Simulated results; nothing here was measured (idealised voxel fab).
The following is a process module called voxel gate over fins.
Cross-section cut: width 215 nm, square cells of 5 nm.
Cross-section = grid of square cells, listed top down in bands; band = one or more rows.
This entry defines a band. It first specifies the height of the band's top and the height of its bottom in nm, and then specifies the band's materials from left to right, stating each material with its width in nm. The word "all across" identifies a single material that fills the band from edge to edge, while the word "empty" identifies empty space.
Heights are reckoned from 0. Under this level, the received wafer is all of one material. The bottommost band is open-ended downward, for example "z 0 and below".
So if you see something like "30->40" for the width, read it as the top row of the band sitting at the first number and the bottom row at the second, with every row in between moving by the same amount as the last.
"nothing different" means the step left every cell of the cross-section as it was.
"Enclosed void listing" - sealed voids, min. 8 cells, no opening to top; format: width x height at distance (distance from left edge; nm throughout).
after a step's settings: what the simulator itself notes on the step
On any step carrying a mask, the "overlay nm" setting, if present on the step's line, tells how far right of its planned place the mask lay; negative values point to the left.
Each pair below shows a cross-section before one step and the cross-section after it, down to the lowest band that changed. The line under each pair gives the step between them, with its settings. The pairs can come from different runs of this module on the same starting wafer, so a pair continues from the pair above only where its "Before this step" says so.
Before this step
- z 0 and below  Si all across
- Enclosed void listing: none
Step Outcome
- z 10 to 0  SiN all across
- below 0: unchanged
- Enclosed void listing: none
What process step lies between the two cross-sections above? CONFORMAL_DEP [material SiN] [thk nm 10]
Before this step: nothing new to draw here, it's the after view of the pair just above.
Step Outcome
- z 20 to 10  aC all across
- below 10: unchanged
- Enclosed void listing: none
What process step lies between the two cross-sections above? DIRECTIONAL_DEP [material aC] [thk nm 10]
Before this step: nothing new to draw here, it's the after view of the pair just above.
Step Outcome
- z 45 to 20  55 nm empty, then 15 nm resist, then 30 nm empty, then 15 nm resist, then 30 nm empty, then 15 nm resist, then 55 nm empty
- below 20: unchanged
- Enclosed void listing: none
What process step lies between the two cross-sections above? PATTERN [tone cover] [mask id FINS] [material resist] [width nm 15] [pitch nm 45] [thk nm 25] [overlay nm 0]
Before this step: nothing new to draw here, it's the after view of the pair just above.
Step Outcome
- z 35 to 20  55 nm empty, then 15 nm resist, then 30 nm empty, then 15 nm resist, then 30 nm empty, then 15 nm resist, then 55 nm empty
- z 20 to 10  55 nm empty, then 15 nm aC, then 30 nm empty, then 15 nm aC, then 30 nm empty, then 15 nm aC, then 55 nm empty
- below 10: unchanged
- Enclosed void listing: none
What process step lies between the two cross-sections above? DIRECTIONAL_ETCH [etch materials aC] [depth nm 10]
Before this step: nothing new to draw here, it's the after view of the pair just above.
Step Outcome
- z 20 to 10  55 nm empty, then 15 nm aC, then 30 nm empty, then 15 nm aC, then 30 nm empty, then 15 nm aC, then 55 nm empty
- below 10: unchanged
- Enclosed void listing: none
What process step lies between the two cross-sections above? STRIP [etch materials resist]
Before this step: nothing new to draw here, it's the after view of the pair just above.
Step Outcome
- z 20 to 10  55 nm empty, then 15 nm aC, then 30 nm empty, then 15 nm aC, then 30 nm empty, then 15 nm aC, then 55 nm empty
- z 10 to 0  55 nm empty, then 15 nm SiN, then 30 nm empty, then 15 nm SiN, then 30 nm empty, then 15 nm SiN, then 55 nm empty
- below 0: unchanged
- Enclosed void listing: none
What process step lies between the two cross-sections above? DIRECTIONAL_ETCH [etch materials SiN] [depth nm 10]
Before this step: nothing new to draw here, it's the after view of the pair just above.
Step Outcome
- z 20 to 10  55 nm empty, then 15 nm aC, then 30 nm empty, then 15 nm aC, then 30 nm empty, then 15 nm aC, then 55 nm empty
- z 10 to 0  55 nm empty, then 15 nm SiN, then 30 nm empty, then 15 nm SiN, then 30 nm empty, then 15 nm SiN, then 55 nm empty
- z 0 to -35  55 nm empty, then 15 nm Si, then 30 nm empty, then 15 nm Si, then 30 nm empty, then 15 nm Si, then 55 nm empty
- below -35: unchanged
- Enclosed void listing: none
What process step lies between the two cross-sections above? DIRECTIONAL_ETCH [etch materials Si] [depth nm 35]
Before this step: nothing new to draw here, it's the after view of the pair just above.
Step Outcome
- z 10 to 0  55 nm empty, then 15 nm SiN, then 30 nm empty, then 15 nm SiN, then 30 nm empty, then 15 nm SiN, then 55 nm empty
- below 0: unchanged
- Enclosed void listing: none
What process step lies between the two cross-sections above? STRIP [etch materials aC]
Before this step: nothing new to draw here, it's the after view of the pair just above.
Step Outcome
- z 25 to 10  SiO2 all across
- z 10 to 0  55 nm SiO2, then 15 nm SiN, then 30 nm SiO2, then 15 nm SiN, then 30 nm SiO2, then 15 nm SiN, then 55 nm SiO2
- z 0 to -35  55 nm SiO2, then 15 nm Si, then 30 nm SiO2, then 15 nm Si, then 30 nm SiO2, then 15 nm Si, then 55 nm SiO2
- below -35: unchanged
- Enclosed void listing: none
What process step lies between the two cross-sections above? FILL_DEP [material SiO2] [thk nm 15]
Before this step: nothing new to draw here, it's the after view of the pair just above.
Step Outcome
- z 10 to 0  55 nm SiO2, then 15 nm SiN, then 30 nm SiO2, then 15 nm SiN, then 30 nm SiO2, then 15 nm SiN, then 55 nm SiO2
- below 0: unchanged
- Enclosed void listing: none
What process step lies between the two cross-sections above? CMP [height nm 10]
Before this step: nothing new to draw here, it's the after view of the pair just above.
Step Outcome
- z 10 to 0  55 nm empty, then 15 nm SiN, then 30 nm empty, then 15 nm SiN, then 30 nm empty, then 15 nm SiN, then 55 nm empty
- z 0 to -15  55 nm empty, then 15 nm Si, then 30 nm empty, then 15 nm Si, then 30 nm empty, then 15 nm Si, then 55 nm empty
- below -15: unchanged
- Enclosed void listing: none
What process step lies between the two cross-sections above? SELECTIVE_ETCH [etch materials SiO2] [depth nm 25]
Before this step: nothing new to draw here, it's the after view of the pair just above.
Step Outcome
- z 0 to -15  55 nm empty, then 15 nm Si, then 30 nm empty, then 15 nm Si, then 30 nm empty, then 15 nm Si, then 55 nm empty
- below -15: unchanged
- Enclosed void listing: none
What process step lies between the two cross-sections above? STRIP [etch materials SiN]
Before this step: nothing new to draw here, it's the after view of the pair just above.
Step Outcome
- z 5 to 0  50 nm empty, then 25 nm HfO2, then 20 nm empty, then 25 nm HfO2, then 20 nm empty, then 25 nm HfO2, then 50 nm empty
- z 0 to -10  50 nm empty, then 5 nm HfO2, then 15 nm Si, then 5 nm HfO2, then 20 nm empty, then 5 nm HfO2, then 15 nm Si, then 5 nm HfO2, then 20 nm empty, then 5 nm HfO2, then 15 nm Si, then 5 nm HfO2, then 50 nm empty
- z -10 to -15  55 nm HfO2, then 15 nm Si, then 30 nm HfO2, then 15 nm Si, then 30 nm HfO2, then 15 nm Si, then 55 nm HfO2
- below -15: unchanged
- Enclosed void listing: none
What process step lies between the two cross-sections above? CONFORMAL_DEP [material HfO2] [thk nm 5]
Before this step: nothing new to draw here, it's the after view of the pair just above.
Step Outcome
- z 10 to 5  45 nm empty, then 35 nm TiN, then 10 nm empty, then 35 nm TiN, then 10 nm empty, then 35 nm TiN, then 45 nm empty
- z 5 to 0  45 nm empty, then 5 nm TiN, then 25 nm HfO2, then 5 nm TiN, then 10 nm empty, then 5 nm TiN, then 25 nm HfO2, then 5 nm TiN, then 10 nm empty, then 5 nm TiN, then 25 nm HfO2, then 5 nm TiN, then 45 nm empty
- z 0 to -5  45 nm empty, then 5 nm TiN, then 5 nm HfO2, then 15 nm Si, then 5 nm HfO2, then 5 nm TiN, then 10 nm empty, then 5 nm TiN, then 5 nm HfO2, then 15 nm Si, then 5 nm HfO2, then 5 nm TiN, then 10 nm empty, then 5 nm TiN, then 5 nm HfO2, then 15 nm Si, then 5 nm HfO2, then 5 nm TiN, then 45 nm empty
- z -5 to -10  50 nm TiN, then 5 nm HfO2, then 15 nm Si, then 5 nm HfO2, then 20 nm TiN, then 5 nm HfO2, then 15 nm Si, then 5 nm HfO2, then 20 nm TiN, then 5 nm HfO2, then 15 nm Si, then 5 nm HfO2, then 50 nm TiN
- below -10: unchanged
- Enclosed void listing: none
What process step lies between the two cross-sections above? CONFORMAL_DEP [material TiN] [thk nm 5]
Before this step: nothing new to draw here, it's the after view of the pair just above.
Step Outcome
- z 20 to 10  W all across
- z 10 to 5  45 nm W, then 35 nm TiN, then 10 nm W, then 35 nm TiN, then 10 nm W, then 35 nm TiN, then 45 nm W
- z 5 to 0  45 nm W, then 5 nm TiN, then 25 nm HfO2, then 5 nm TiN, then 10 nm W, then 5 nm TiN, then 25 nm HfO2, then 5 nm TiN, then 10 nm W, then 5 nm TiN, then 25 nm HfO2, then 5 nm TiN, then 45 nm W
- z 0 to -5  45 nm W, then 5 nm TiN, then 5 nm HfO2, then 15 nm Si, then 5 nm HfO2, then 5 nm TiN, then 10 nm W, then 5 nm TiN, then 5 nm HfO2, then 15 nm Si, then 5 nm HfO2, then 5 nm TiN, then 10 nm W, then 5 nm TiN, then 5 nm HfO2, then 15 nm Si, then 5 nm HfO2, then 5 nm TiN, then 45 nm W
- below -5: unchanged
- Enclosed void listing: none
What process step lies between the two cross-sections above? FILL_DEP [material W] [thk nm 10]
Before this step: nothing new to draw here, it's the after view of the pair just above.
Step Outcome
- z 15 to 10  W all across
- below 10: unchanged
- Enclosed void listing: none
What process step lies between the two cross-sections above? CMP [height nm 15]
Before this step: nothing new to draw here, it's the after view of the pair just above.
Step Outcome
- z 25 to 15  SiCN all across
- below 15: unchanged
- Enclosed void listing: none
What process step lies between the two cross-sections above? CONFORMAL_DEP [material SiCN] [thk nm 10]
Before this step
- z 25 to 10  SiO2 all across
- z 10 to 0  55 nm SiO2, then 15 nm SiN, then 30 nm SiO2, then 15 nm SiN, then 30 nm SiO2, then 15 nm SiN, then 55 nm SiO2
- z 0 to -35  55 nm SiO2, then 15 nm Si, then 30 nm SiO2, then 15 nm Si, then 30 nm SiO2, then 15 nm Si, then 55 nm SiO2
- z -35 and below  Si all across
- Enclosed void listing: none
Step Outcome
- z 10 to 0  55 nm empty, then 15 nm SiN, then 30 nm empty, then 15 nm SiN, then 30 nm empty, then 15 nm SiN, then 55 nm empty
- below 0: unchanged
- Enclosed void listing: none
What process step lies between the two cross-sections above? SELECTIVE_ETCH [etch materials SiO2] [depth nm 25]
Before this step: nothing new to draw here, it's the after view of the pair just above.
Step Outcome
- z 0 to -35  55 nm SiO2, then 15 nm Si, then 30 nm SiO2, then 15 nm Si, then 30 nm SiO2, then 15 nm Si, then 55 nm SiO2
- below -35: unchanged
- Enclosed void listing: none
What process step lies between the two cross-sections above? STRIP [etch materials SiN]
Before this step: nothing new to draw here, it's the after view of the pair just above.
Step Outcome
- z 5 to 0  HfO2 all across
- below 0: unchanged
- Enclosed void listing: none
What process step lies between the two cross-sections above? CONFORMAL_DEP [material HfO2] [thk nm 5]
Before this step: nothing new to draw here, it's the after view of the pair just above.
Step Outcome
- z 10 to 5  TiN all across
- below 5: unchanged
- Enclosed void listing: none
What process step lies between the two cross-sections above? CONFORMAL_DEP [material TiN] [thk nm 5]
Before this step: nothing new to draw here, it's the after view of the pair just above.
Step Outcome
- z 20 to 10  W all across
- below 10: unchanged
- Enclosed void listing: none
What process step lies between the two cross-sections above? FILL_DEP [material W] [thk nm 10]
Before this step: nothing new to draw here, it's the after view of the pair just above.
Step Outcome
- z 15 to 10  W all across
- below 10: unchanged
- Enclosed void listing: none
What process step lies between the two cross-sections above? CMP [height nm 15]
Before this step: nothing new to draw here, it's the after view of the pair just above.
Step Outcome
- z 25 to 15  SiCN all across
- below 15: unchanged
- Enclosed void listing: none
What process step lies between the two cross-sections above? CONFORMAL_DEP [material SiCN] [thk nm 10]
Before this step
- z 20 to 10  55 nm empty, then 15 nm aC, then 30 nm empty, then 15 nm aC, then 30 nm empty, then 15 nm aC, then 55 nm empty
- z 10 to 0  55 nm empty, then 15 nm SiN, then 30 nm empty, then 15 nm SiN, then 30 nm empty, then 15 nm SiN, then 55 nm empty
- z 0 to -35  55 nm empty, then 15 nm Si, then 30 nm empty, then 15 nm Si, then 30 nm empty, then 15 nm Si, then 55 nm empty
- z -35 and below  Si all across
- Enclosed void listing: none
Step Outcome
- z 20 to 10  55 nm empty, then 15 nm aC, then 30 nm empty, then 15 nm aC, then 30 nm empty, then 15 nm aC, then 55 nm empty
- z 10 to 0  55 nm empty, then 15 nm SiN, then 30 nm empty, then 15 nm SiN, then 30 nm empty, then 15 nm SiN, then 55 nm empty
- z 0 to -70  55 nm empty, then 15 nm Si, then 30 nm empty, then 15 nm Si, then 30 nm empty, then 15 nm Si, then 55 nm empty
- below -70: unchanged
- Enclosed void listing: none
What process step lies between the two cross-sections above? DIRECTIONAL_ETCH [etch materials Si] [depth nm 35]
Before this step: nothing new to draw here, it's the after view of the pair just above.
Step Outcome
- z 10 to 0  55 nm empty, then 15 nm SiN, then 30 nm empty, then 15 nm SiN, then 30 nm empty, then 15 nm SiN, then 55 nm empty
- below 0: unchanged
- Enclosed void listing: none
What process step lies between the two cross-sections above? STRIP [etch materials aC]
Before this step: nothing new to draw here, it's the after view of the pair just above.
Step Outcome
- z 25 to 10  SiO2 all across
- z 10 to 0  55 nm SiO2, then 15 nm SiN, then 30 nm SiO2, then 15 nm SiN, then 30 nm SiO2, then 15 nm SiN, then 55 nm SiO2
- z 0 to -70  55 nm SiO2, then 15 nm Si, then 30 nm SiO2, then 15 nm Si, then 30 nm SiO2, then 15 nm Si, then 55 nm SiO2
- below -70: unchanged
- Enclosed void listing: none
What process step lies between the two cross-sections above? FILL_DEP [material SiO2] [thk nm 15]
Before this step: nothing new to draw here, it's the after view of the pair just above.
Step Outcome
- z 10 to 0  55 nm SiO2, then 15 nm SiN, then 30 nm SiO2, then 15 nm SiN, then 30 nm SiO2, then 15 nm SiN, then 55 nm SiO2
- below 0: unchanged
- Enclosed void listing: none
What process step lies between the two cross-sections above? CMP [height nm 10]
Before this step: nothing new to draw here, it's the after view of the pair just above.
Step Outcome
- z 10 to 0  55 nm empty, then 15 nm SiN, then 30 nm empty, then 15 nm SiN, then 30 nm empty, then 15 nm SiN, then 55 nm empty
- z 0 to -15  55 nm empty, then 15 nm Si, then 30 nm empty, then 15 nm Si, then 30 nm empty, then 15 nm Si, then 55 nm empty
- below -15: unchanged
- Enclosed void listing: none
What process step lies between the two cross-sections above? SELECTIVE_ETCH [etch materials SiO2] [depth nm 25]
Before this step: nothing new to draw here, it's the after view of the pair just above.
Step Outcome
- z 0 to -15  55 nm empty, then 15 nm Si, then 30 nm empty, then 15 nm Si, then 30 nm empty, then 15 nm Si, then 55 nm empty
- below -15: unchanged
- Enclosed void listing: none
What process step lies between the two cross-sections above? STRIP [etch materials SiN]
Before this step: nothing new to draw here, it's the after view of the pair just above.
Step Outcome
- z 5 to 0  50 nm empty, then 25 nm HfO2, then 20 nm empty, then 25 nm HfO2, then 20 nm empty, then 25 nm HfO2, then 50 nm empty
- z 0 to -10  50 nm empty, then 5 nm HfO2, then 15 nm Si, then 5 nm HfO2, then 20 nm empty, then 5 nm HfO2, then 15 nm Si, then 5 nm HfO2, then 20 nm empty, then 5 nm HfO2, then 15 nm Si, then 5 nm HfO2, then 50 nm empty
- z -10 to -15  55 nm HfO2, then 15 nm Si, then 30 nm HfO2, then 15 nm Si, then 30 nm HfO2, then 15 nm Si, then 55 nm HfO2
- below -15: unchanged
- Enclosed void listing: none
What process step lies between the two cross-sections above? CONFORMAL_DEP [material HfO2] [thk nm 5]
Before this step: nothing new to draw here, it's the after view of the pair just above.
Step Outcome
- z 10 to 5  45 nm empty, then 35 nm TiN, then 10 nm empty, then 35 nm TiN, then 10 nm empty, then 35 nm TiN, then 45 nm empty
- z 5 to 0  45 nm empty, then 5 nm TiN, then 25 nm HfO2, then 5 nm TiN, then 10 nm empty, then 5 nm TiN, then 25 nm HfO2, then 5 nm TiN, then 10 nm empty, then 5 nm TiN, then 25 nm HfO2, then 5 nm TiN, then 45 nm empty
- z 0 to -5  45 nm empty, then 5 nm TiN, then 5 nm HfO2, then 15 nm Si, then 5 nm HfO2, then 5 nm TiN, then 10 nm empty, then 5 nm TiN, then 5 nm HfO2, then 15 nm Si, then 5 nm HfO2, then 5 nm TiN, then 10 nm empty, then 5 nm TiN, then 5 nm HfO2, then 15 nm Si, then 5 nm HfO2, then 5 nm TiN, then 45 nm empty
- z -5 to -10  50 nm TiN, then 5 nm HfO2, then 15 nm Si, then 5 nm HfO2, then 20 nm TiN, then 5 nm HfO2, then 15 nm Si, then 5 nm HfO2, then 20 nm TiN, then 5 nm HfO2, then 15 nm Si, then 5 nm HfO2, then 50 nm TiN
- below -10: unchanged
- Enclosed void listing: none
What process step lies between the two cross-sections above? CONFORMAL_DEP [material TiN] [thk nm 5]
Before this step: nothing new to draw here, it's the after view of the pair just above.
Step Outcome
- z 20 to 10  W all across
- z 10 to 5  45 nm W, then 35 nm TiN, then 10 nm W, then 35 nm TiN, then 10 nm W, then 35 nm TiN, then 45 nm W
- z 5 to 0  45 nm W, then 5 nm TiN, then 25 nm HfO2, then 5 nm TiN, then 10 nm W, then 5 nm TiN, then 25 nm HfO2, then 5 nm TiN, then 10 nm W, then 5 nm TiN, then 25 nm HfO2, then 5 nm TiN, then 45 nm W
- z 0 to -5  45 nm W, then 5 nm TiN, then 5 nm HfO2, then 15 nm Si, then 5 nm HfO2, then 5 nm TiN, then 10 nm W, then 5 nm TiN, then 5 nm HfO2, then 15 nm Si, then 5 nm HfO2, then 5 nm TiN, then 10 nm W, then 5 nm TiN, then 5 nm HfO2, then 15 nm Si, then 5 nm HfO2, then 5 nm TiN, then 45 nm W
- below -5: unchanged
- Enclosed void listing: none
What process step lies between the two cross-sections above? FILL_DEP [material W] [thk nm 10]
Before this step: nothing new to draw here, it's the after view of the pair just above.
Step Outcome
- z 15 to 10  W all across
- below 10: unchanged
- Enclosed void listing: none
What process step lies between the two cross-sections above? CMP [height nm 15]
Before this step: nothing new to draw here, it's the after view of the pair just above.
Step Outcome
- z 25 to 15  SiCN all across
- below 15: unchanged
- Enclosed void listing: none
What process step lies between the two cross-sections above? CONFORMAL_DEP [material SiCN] [thk nm 10]
Before this step
- z 0 to -15  55 nm empty, then 15 nm Si, then 30 nm empty, then 15 nm Si, then 30 nm empty, then 15 nm Si, then 55 nm empty
- z -15 to -35  55 nm SiO2, then 15 nm Si, then 30 nm SiO2, then 15 nm Si, then 30 nm SiO2, then 15 nm Si, then 55 nm SiO2
- z -35 and below  Si all across
- Enclosed void listing: none
Step Outcome
- z 5 to 0  50 nm empty, then 25 nm TiN, then 20 nm empty, then 25 nm TiN, then 20 nm empty, then 25 nm TiN, then 50 nm empty
- z 0 to -10  50 nm empty, then 5 nm TiN, then 15 nm Si, then 5 nm TiN, then 20 nm empty, then 5 nm TiN, then 15 nm Si, then 5 nm TiN, then 20 nm empty, then 5 nm TiN, then 15 nm Si, then 5 nm TiN, then 50 nm empty
- z -10 to -15  55 nm TiN, then 15 nm Si, then 30 nm TiN, then 15 nm Si, then 30 nm TiN, then 15 nm Si, then 55 nm TiN
- below -15: unchanged
- Enclosed void listing: none
What process step lies between the two cross-sections above? CONFORMAL_DEP [material TiN] [thk nm 5]
Before this step: nothing new to draw here, it's the after view of the pair just above.
Step Outcome
- z 10 to 5  45 nm empty, then 35 nm HfO2, then 10 nm empty, then 35 nm HfO2, then 10 nm empty, then 35 nm HfO2, then 45 nm empty
- z 5 to 0  45 nm empty, then 5 nm HfO2, then 25 nm TiN, then 5 nm HfO2, then 10 nm empty, then 5 nm HfO2, then 25 nm TiN, then 5 nm HfO2, then 10 nm empty, then 5 nm HfO2, then 25 nm TiN, then 5 nm HfO2, then 45 nm empty
- z 0 to -5  45 nm empty, then 5 nm HfO2, then 5 nm TiN, then 15 nm Si, then 5 nm TiN, then 5 nm HfO2, then 10 nm empty, then 5 nm HfO2, then 5 nm TiN, then 15 nm Si, then 5 nm TiN, then 5 nm HfO2, then 10 nm empty, then 5 nm HfO2, then 5 nm TiN, then 15 nm Si, then 5 nm TiN, then 5 nm HfO2, then 45 nm empty
- z -5 to -10  50 nm HfO2, then 5 nm TiN, then 15 nm Si, then 5 nm TiN, then 20 nm HfO2, then 5 nm TiN, then 15 nm Si, then 5 nm TiN, then 20 nm HfO2, then 5 nm TiN, then 15 nm Si, then 5 nm TiN, then 50 nm HfO2
- below -10: unchanged
- Enclosed void listing: none
What process step lies between the two cross-sections above? CONFORMAL_DEP [material HfO2] [thk nm 5]
Before this step: nothing new to draw here, it's the after view of the pair just above.
Step Outcome
- z 20 to 10  W all across
- z 10 to 5  45 nm W, then 35 nm HfO2, then 10 nm W, then 35 nm HfO2, then 10 nm W, then 35 nm HfO2, then 45 nm W
- z 5 to 0  45 nm W, then 5 nm HfO2, then 25 nm TiN, then 5 nm HfO2, then 10 nm W, then 5 nm HfO2, then 25 nm TiN, then 5 nm HfO2, then 10 nm W, then 5 nm HfO2, then 25 nm TiN, then 5 nm HfO2, then 45 nm W
- z 0 to -5  45 nm W, then 5 nm HfO2, then 5 nm TiN, then 15 nm Si, then 5 nm TiN, then 5 nm HfO2, then 10 nm W, then 5 nm HfO2, then 5 nm TiN, then 15 nm Si, then 5 nm TiN, then 5 nm HfO2, then 10 nm W, then 5 nm HfO2, then 5 nm TiN, then 15 nm Si, then 5 nm TiN, then 5 nm HfO2, then 45 nm W
- below -5: unchanged
- Enclosed void listing: none
What process step lies between the two cross-sections above? FILL_DEP [material W] [thk nm 10]
Before this step: nothing new to draw here, it's the after view of the pair just above.
Step Outcome
- z 15 to 10  W all across
- below 10: unchanged
- Enclosed void listing: none
What process step lies between the two cross-sections above? CMP [height nm 15]
Before this step: nothing new to draw here, it's the after view of the pair just above.
Step Outcome
- z 25 to 15  SiCN all across
- below 15: unchanged
- Enclosed void listing: none
What process step lies between the two cross-sections above? CONFORMAL_DEP [material SiCN] [thk nm 10]
Before this step
- z 20 to 10  55 nm empty, then 15 nm aC, then 30 nm empty, then 15 nm aC, then 30 nm empty, then 15 nm aC, then 55 nm empty
- z 10 to 0  55 nm empty, then 15 nm SiN, then 30 nm empty, then 15 nm SiN, then 30 nm empty, then 15 nm SiN, then 55 nm empty
- z 0 and below  Si all across
- Enclosed void listing: none
Step Outcome
- z 20 to 10  55 nm empty, then 15 nm aC, then 30 nm empty, then 15 nm aC, then 30 nm empty, then 15 nm aC, then 55 nm empty
- z 10 to 0  55 nm empty, then 15 nm SiN, then 30 nm empty, then 15 nm SiN, then 30 nm empty, then 15 nm SiN, then 55 nm empty
- z 0 to -25  55 nm empty, then 15 nm Si, then 30 nm empty, then 15 nm Si, then 30 nm empty, then 15 nm Si, then 55 nm empty
- below -25: unchanged
- Enclosed void listing: none
What process step lies between the two cross-sections above? DIRECTIONAL_ETCH [etch materials Si] [depth nm 25]
Before this step: nothing new to draw here, it's the after view of the pair just above.
Step Outcome
- z 10 to 0  55 nm empty, then 15 nm SiN, then 30 nm empty, then 15 nm SiN, then 30 nm empty, then 15 nm SiN, then 55 nm empty
- below 0: unchanged
- Enclosed void listing: none
What process step lies between the two cross-sections above? STRIP [etch materials aC]
Before this step: nothing new to draw here, it's the after view of the pair just above.
Step Outcome
- z 25 to 10  SiO2 all across
- z 10 to 0  55 nm SiO2, then 15 nm SiN, then 30 nm SiO2, then 15 nm SiN, then 30 nm SiO2, then 15 nm SiN, then 55 nm SiO2
- z 0 to -25  55 nm SiO2, then 15 nm Si, then 30 nm SiO2, then 15 nm Si, then 30 nm SiO2, then 15 nm Si, then 55 nm SiO2
- below -25: unchanged
- Enclosed void listing: none
What process step lies between the two cross-sections above? FILL_DEP [material SiO2] [thk nm 15]
Before this step: nothing new to draw here, it's the after view of the pair just above.
Step Outcome
- z 10 to 0  55 nm SiO2, then 15 nm SiN, then 30 nm SiO2, then 15 nm SiN, then 30 nm SiO2, then 15 nm SiN, then 55 nm SiO2
- below 0: unchanged
- Enclosed void listing: none
What process step lies between the two cross-sections above? CMP [height nm 10]
Before this step: nothing new to draw here, it's the after view of the pair just above.
Step Outcome
- z 10 to 0  55 nm empty, then 15 nm SiN, then 30 nm empty, then 15 nm SiN, then 30 nm empty, then 15 nm SiN, then 55 nm empty
- z 0 to -15  55 nm empty, then 15 nm Si, then 30 nm empty, then 15 nm Si, then 30 nm empty, then 15 nm Si, then 55 nm empty
- below -15: unchanged
- Enclosed void listing: none
What process step lies between the two cross-sections above? SELECTIVE_ETCH [etch materials SiO2] [depth nm 25]
Before this step: nothing new to draw here, it's the after view of the pair just above.
Step Outcome
- z 0 to -15  55 nm empty, then 15 nm Si, then 30 nm empty, then 15 nm Si, then 30 nm empty, then 15 nm Si, then 55 nm empty
- below -15: unchanged
- Enclosed void listing: none
What process step lies between the two cross-sections above? STRIP [etch materials SiN]
Before this step: nothing new to draw here, it's the after view of the pair just above.
Step Outcome
- z 5 to 0  50 nm empty, then 25 nm HfO2, then 20 nm empty, then 25 nm HfO2, then 20 nm empty, then 25 nm HfO2, then 50 nm empty
- z 0 to -10  50 nm empty, then 5 nm HfO2, then 15 nm Si, then 5 nm HfO2, then 20 nm empty, then 5 nm HfO2, then 15 nm Si, then 5 nm HfO2, then 20 nm empty, then 5 nm HfO2, then 15 nm Si, then 5 nm HfO2, then 50 nm empty
- z -10 to -15  55 nm HfO2, then 15 nm Si, then 30 nm HfO2, then 15 nm Si, then 30 nm HfO2, then 15 nm Si, then 55 nm HfO2
- below -15: unchanged
- Enclosed void listing: none
What process step lies between the two cross-sections above? CONFORMAL_DEP [material HfO2] [thk nm 5]
Before this step: nothing new to draw here, it's the after view of the pair just above.
Step Outcome
- z 10 to 5  45 nm empty, then 35 nm TiN, then 10 nm empty, then 35 nm TiN, then 10 nm empty, then 35 nm TiN, then 45 nm empty
- z 5 to 0  45 nm empty, then 5 nm TiN, then 25 nm HfO2, then 5 nm TiN, then 10 nm empty, then 5 nm TiN, then 25 nm HfO2, then 5 nm TiN, then 10 nm empty, then 5 nm TiN, then 25 nm HfO2, then 5 nm TiN, then 45 nm empty
- z 0 to -5  45 nm empty, then 5 nm TiN, then 5 nm HfO2, then 15 nm Si, then 5 nm HfO2, then 5 nm TiN, then 10 nm empty, then 5 nm TiN, then 5 nm HfO2, then 15 nm Si, then 5 nm HfO2, then 5 nm TiN, then 10 nm empty, then 5 nm TiN, then 5 nm HfO2, then 15 nm Si, then 5 nm HfO2, then 5 nm TiN, then 45 nm empty
- z -5 to -10  50 nm TiN, then 5 nm HfO2, then 15 nm Si, then 5 nm HfO2, then 20 nm TiN, then 5 nm HfO2, then 15 nm Si, then 5 nm HfO2, then 20 nm TiN, then 5 nm HfO2, then 15 nm Si, then 5 nm HfO2, then 50 nm TiN
- below -10: unchanged
- Enclosed void listing: none
What process step lies between the two cross-sections above? CONFORMAL_DEP [material TiN] [thk nm 5]
Before this step: nothing new to draw here, it's the after view of the pair just above.
Step Outcome
- z 20 to 10  W all across
- z 10 to 5  45 nm W, then 35 nm TiN, then 10 nm W, then 35 nm TiN, then 10 nm W, then 35 nm TiN, then 45 nm W
- z 5 to 0  45 nm W, then 5 nm TiN, then 25 nm HfO2, then 5 nm TiN, then 10 nm W, then 5 nm TiN, then 25 nm HfO2, then 5 nm TiN, then 10 nm W, then 5 nm TiN, then 25 nm HfO2, then 5 nm TiN, then 45 nm W
- z 0 to -5  45 nm W, then 5 nm TiN, then 5 nm HfO2, then 15 nm Si, then 5 nm HfO2, then 5 nm TiN, then 10 nm W, then 5 nm TiN, then 5 nm HfO2, then 15 nm Si, then 5 nm HfO2, then 5 nm TiN, then 10 nm W, then 5 nm TiN, then 5 nm HfO2, then 15 nm Si, then 5 nm HfO2, then 5 nm TiN, then 45 nm W
- below -5: unchanged
- Enclosed void listing: none
What process step lies between the two cross-sections above? FILL_DEP [material W] [thk nm 10]
Before this step: nothing new to draw here, it's the after view of the pair just above.
Step Outcome
- z 15 to 10  W all across
- below 10: unchanged
- Enclosed void listing: none
What process step lies between the two cross-sections above? CMP [height nm 15]
Before this step: nothing new to draw here, it's the after view of the pair just above.
Step Outcome
- z 25 to 15  SiCN all across
- below 15: unchanged
- Enclosed void listing: none
What process step lies between the two cross-sections above? CONFORMAL_DEP [material SiCN] [thk nm 10]
Before this step
- z 20 to 10  aC all across
- z 10 to 0  SiN all across
- z 0 and below  Si all across
- Enclosed void listing: none
Step Outcome
- z 45 to 20  50 nm empty, then 25 nm resist, then 20 nm empty, then 25 nm resist, then 20 nm empty, then 25 nm resist, then 50 nm empty
- below 20: unchanged
- Enclosed void listing: none
What process step lies between the two cross-sections above? PATTERN [tone cover] [mask id FINS] [material resist] [width nm 25] [pitch nm 45] [thk nm 25] [overlay nm 0]
Before this step: nothing new to draw here, it's the after view of the pair just above.
Step Outcome
- z 35 to 20  50 nm empty, then 25 nm resist, then 20 nm empty, then 25 nm resist, then 20 nm empty, then 25 nm resist, then 50 nm empty
- z 20 to 10  50 nm empty, then 25 nm aC, then 20 nm empty, then 25 nm aC, then 20 nm empty, then 25 nm aC, then 50 nm empty
- below 10: unchanged
- Enclosed void listing: none
What process step lies between the two cross-sections above? DIRECTIONAL_ETCH [etch materials aC] [depth nm 10]
Before this step: nothing new to draw here, it's the after view of the pair just above.
Step Outcome
- z 20 to 10  50 nm empty, then 25 nm aC, then 20 nm empty, then 25 nm aC, then 20 nm empty, then 25 nm aC, then 50 nm empty
- below 10: unchanged
- Enclosed void listing: none
What process step lies between the two cross-sections above? STRIP [etch materials resist]
Before this step: nothing new to draw here, it's the after view of the pair just above.
Step Outcome
- z 20 to 10  50 nm empty, then 25 nm aC, then 20 nm empty, then 25 nm aC, then 20 nm empty, then 25 nm aC, then 50 nm empty
- z 10 to 0  50 nm empty, then 25 nm SiN, then 20 nm empty, then 25 nm SiN, then 20 nm empty, then 25 nm SiN, then 50 nm empty
- below 0: unchanged
- Enclosed void listing: none
What process step lies between the two cross-sections above? DIRECTIONAL_ETCH [etch materials SiN] [depth nm 10]
Before this step: nothing new to draw here, it's the after view of the pair just above.
Step Outcome
- z 20 to 10  50 nm empty, then 25 nm aC, then 20 nm empty, then 25 nm aC, then 20 nm empty, then 25 nm aC, then 50 nm empty
- z 10 to 0  50 nm empty, then 25 nm SiN, then 20 nm empty, then 25 nm SiN, then 20 nm empty, then 25 nm SiN, then 50 nm empty
- z 0 to -35  50 nm empty, then 25 nm Si, then 20 nm empty, then 25 nm Si, then 20 nm empty, then 25 nm Si, then 50 nm empty
- below -35: unchanged
- Enclosed void listing: none
What process step lies between the two cross-sections above? DIRECTIONAL_ETCH [etch materials Si] [depth nm 35]
